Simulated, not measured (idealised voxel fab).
The process module presented herein is designated voxel spacer lines.
Pictured: cross-section cut, 225 nm wide, on a grid of 5 nm square cells.
Cross-section, as written here: a square-cell grid given band by band from the top down, where a band holds one or more rows of cells.
Heads up on the band format: heights come first, top then bottom, in nm. After that it's the materials left to right, each with its width in nm. A single material flagged "throughout" fills the whole band edge to edge, and "blank" means there's empty space there.
Beneath 0, the wafer as received is one material, and that level is where height counting begins. The lowest band goes on downward without a bottom; it is written like "z 0 and below".
The expression "30..40" gives the width at the extremes of the band, the first number at its top row of cells and the second at its bottom row, with the width changing by equal amounts from each row to the next in between.
Take "everything unchanged" at face value: in the step it is given for, the cross-section changed in none of its cells.
The entry "Closed cavities" lists the empty spaces that cover at least 8 cells and have no open path to the top. Each is written as width x height at distance, where the distance is measured from the left edge and all three values are in nm.
Text after the settings on a step's line: the simulator's own remark on that step.
If you see "overlay nm" on a step's line and that step has a mask, it's telling you how far right of where it was planned the mask ended up; a negative number means it went left instead.
This section lists the process steps that were planned:
1 RECEIVE, material Si
2 CONFORMAL_DEP, material Al2O3, thk nm 10
3 DIRECTIONAL_DEP, material polySi, thk nm 15
4 DIRECTIONAL_DEP, material aC, thk nm 30
5 PATTERN, tone cover, mask id MANDREL, material resist, width nm 20, pitch nm 60, thk nm 35, overlay nm 0
6 DIRECTIONAL_ETCH, etch materials aC, depth nm 30
7 STRIP, etch materials resist
8 CONFORMAL_DEP, material SiO2, thk nm 10
9 DIRECTIONAL_ETCH, etch materials SiO2, depth nm 10
10 STRIP, etch materials aC
11 DIRECTIONAL_ETCH, etch materials polySi, depth nm 15
12 STRIP, etch materials SiO2
The cross-section here shows the wafer as received, i.e. in its state after step 1:
> z 0 and below | Si throughout
> Closed cavities: none
Wafer cross-section at end of module: start and plan as shown above, one execution error:
> z 55 to 25 | blank (70) | aC (20) | blank (40) | aC (20) | blank (75)
> z 25 to 10 | blank (70) | polySi (20) | blank (40) | polySi (20) | blank (75)
> z 10 to 0 | Al2O3 throughout
> z 0 and below | Si throughout
> Closed cavities: none
Against the plan, the run slipped here: step 10 changed vs plan, executed as STRIP, etch materials SiO2
